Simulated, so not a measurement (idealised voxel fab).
Process module under the name voxel wiring stack
295 nm wide, 5 nm square cells: that's cross-section cut.
A cross-section is a grid of square cells, given in bands from the top down. A band is one or more rows of cells. What a band's entry tells you: where the top is and where the bottom is, as heights in nm, and after that what lies inside, material by material from left to right, each with its width in nm. Empty space is written as the word "blank", and a single material marked with the word "edge to edge" occupies the band from edge to edge. Heights from 0 (as-received wafer is one material below). Bottom band endless downward, as "from 0 down". Read "30..40" as a graded width: first number on top, second number at the bottom, same change between each pair of neighbouring rows. It should be understood that the words "no modifications", when stated for a given step, signify that the cross-section underwent no change in any of its cells during that step. So "Sealed void list" is basically the list of trapped voids: any empty space of 8 cells or more that can't reach the top through an opening. They're written width x height at distance, the distance being from the left edge, and it's all nm. Text after the settings on a step's line: the simulator's own remark on that step. overlay nm, on a step with a mask: how far to the right of its planned place the mask lay; to the left if negative.

-- Planned process steps
| 1 | RECEIVE with material Si |
| 2 | CONFORMAL_DEP with material SiO2, thk nm 10 |
| 3 | DIRECTIONAL_DEP with material TiN, thk nm 5 |
| 4 | DIRECTIONAL_DEP with material Ru, thk nm 20 |
| 5 | PATTERN with tone cover, mask id METAL_1, material resist, width nm 30, pitch nm 50, thk nm 15, overlay nm 0 |
| 6 | DIRECTIONAL_ETCH with etch materials Ru, depth nm 20 |
| 7 | DIRECTIONAL_ETCH with etch materials TiN, depth nm 5 |
| 8 | STRIP with etch materials resist |
| 9 | FILL_DEP with material lowk, thk nm 10 |
| 10 | CMP with height nm 35 |
| 11 | CONFORMAL_DEP with material SiCN, thk nm 5 |
| 12 | DIRECTIONAL_DEP with material lowk, thk nm 20 |
| 13 | PATTERN with tone open, mask id PLUG_1, material resist, width nm 15, pitch nm 50, thk nm 20, overlay nm 0 |
| 14 | DIRECTIONAL_ETCH with etch materials lowk, depth nm 20 |
| 15 | DIRECTIONAL_ETCH with etch materials SiCN, depth nm 5 |
| 16 | STRIP with etch materials resist |
| 17 | EPI with material Ru, thk nm 10 |
| 18 | EPI with material Ru, thk nm 10 |
| 19 | EPI with material Ru, thk nm 5 |
| 20 | DIRECTIONAL_DEP with material TiN, thk nm 5 |
| 21 | DIRECTIONAL_DEP with material W, thk nm 20 |
| 22 | MASKED_ETCH with tone cover, mask id METAL_2, width nm 30, pitch nm 50, etch materials W, depth nm 20, overlay nm 0 |
| 23 | MASKED_ETCH with tone cover, mask id METAL_2, width nm 30, pitch nm 50, etch materials TiN, depth nm 5, overlay nm 0 |
| 24 | CONFORMAL_DEP with material SiN, thk nm 5 |
| 25 | FILL_DEP with material SiO2, thk nm 10 |
| 26 | CMP with height nm 85 |
| 27 | CONFORMAL_DEP with material SiCN, thk nm 5 |

-- Cross-section of the wafer upon arrival, representing the state reached after step 1
* from 0 down | Si edge to edge
* Sealed void list: none

-- End-of-module cross-section of the first of two wafers, processed as planned
* from 90 to 85 | SiCN edge to edge
* from 85 to 65 | SiO2 (75) / SiN (5) / W (30) / SiN (5) / SiO2 (10) / SiN (5) / W (30) / SiN (5) / SiO2 (10) / SiN (5) / W (30) / SiN (5) / SiO2 (80)
* from 65 to 60 | SiN (80) / TiN (30) / SiN (20) / TiN (30) / SiN (20) / TiN (30) / SiN (85)
* from 60 to 40 | lowk (80) / Ru (15) / lowk (35) / Ru (15) / lowk (35) / Ru (15) / lowk (100)
* from 40 to 35 | SiCN (80) / Ru (15) / SiCN (35) / Ru (15) / SiCN (35) / Ru (15) / SiCN (100)
* from 35 to 15 | lowk (80) / Ru (30) / lowk (20) / Ru (30) / lowk (20) / Ru (30) / lowk (85)
* from 15 to 10 | lowk (80) / TiN (30) / lowk (20) / TiN (30) / lowk (20) / TiN (30) / lowk (85)
* from 10 to 0 | SiO2 edge to edge
* from 0 down | Si edge to edge
* Sealed void list: none

-- So this is wafer number two of the two, cut at the end of the module - it started where the first did and had the same plan, we just got one thing wrong running it
* from 90 to 85 | SiCN edge to edge
* from 85 to 75 | SiO2 (75) / SiN (5) / W (30) / SiN (5) / SiO2 (10) / SiN (5) / W (30) / SiN (5) / SiO2 (10) / SiN (5) / W (30) / SiN (5) / SiO2 (80)
* from 75 to 70 | SiO2 (65) / SiN (15) / TiN (25) / W (5) / SiN (20) / TiN (25) / W (5) / SiN (20) / TiN (25) / W (5) / SiN (5) / SiO2 (80)
* from 70 to 65 | SiO2 (65) / SiN (5) / Ru (35) / W (5) / SiN (10) / Ru (35) / W (5) / SiN (10) / Ru (35) / W (5) / SiN (5) / SiO2 (80)
* from 65 to 60 | SiN (70) / Ru (35) / TiN (5) / SiN (10) / Ru (35) / TiN (5) / SiN (10) / Ru (35) / TiN (5) / SiN (85)
* from 60 to 40 | lowk (80) / Ru (15) / lowk (35) / Ru (15) / lowk (35) / Ru (15) / lowk (100)
* from 40 to 35 | SiCN (80) / Ru (15) / SiCN (35) / Ru (15) / SiCN (35) / Ru (15) / SiCN (100)
* from 35 to 15 | lowk (80) / Ru (30) / lowk (20) / Ru (30) / lowk (20) / Ru (30) / lowk (85)
* from 15 to 10 | lowk (80) / TiN (30) / lowk (20) / TiN (30) / lowk (20) / TiN (30) / lowk (85)
* from 10 to 0 | SiO2 edge to edge
* from 0 down | Si edge to edge
* Sealed void list: none
In executing the process, a mistake was made relative to the plan: one of 17 and 18 ran twice, no way to know which since they are all identical
At the finish, the second wafer shows more or fewer cells for some materials than the first does: Ru +42 | SiO2 -12 | W -30
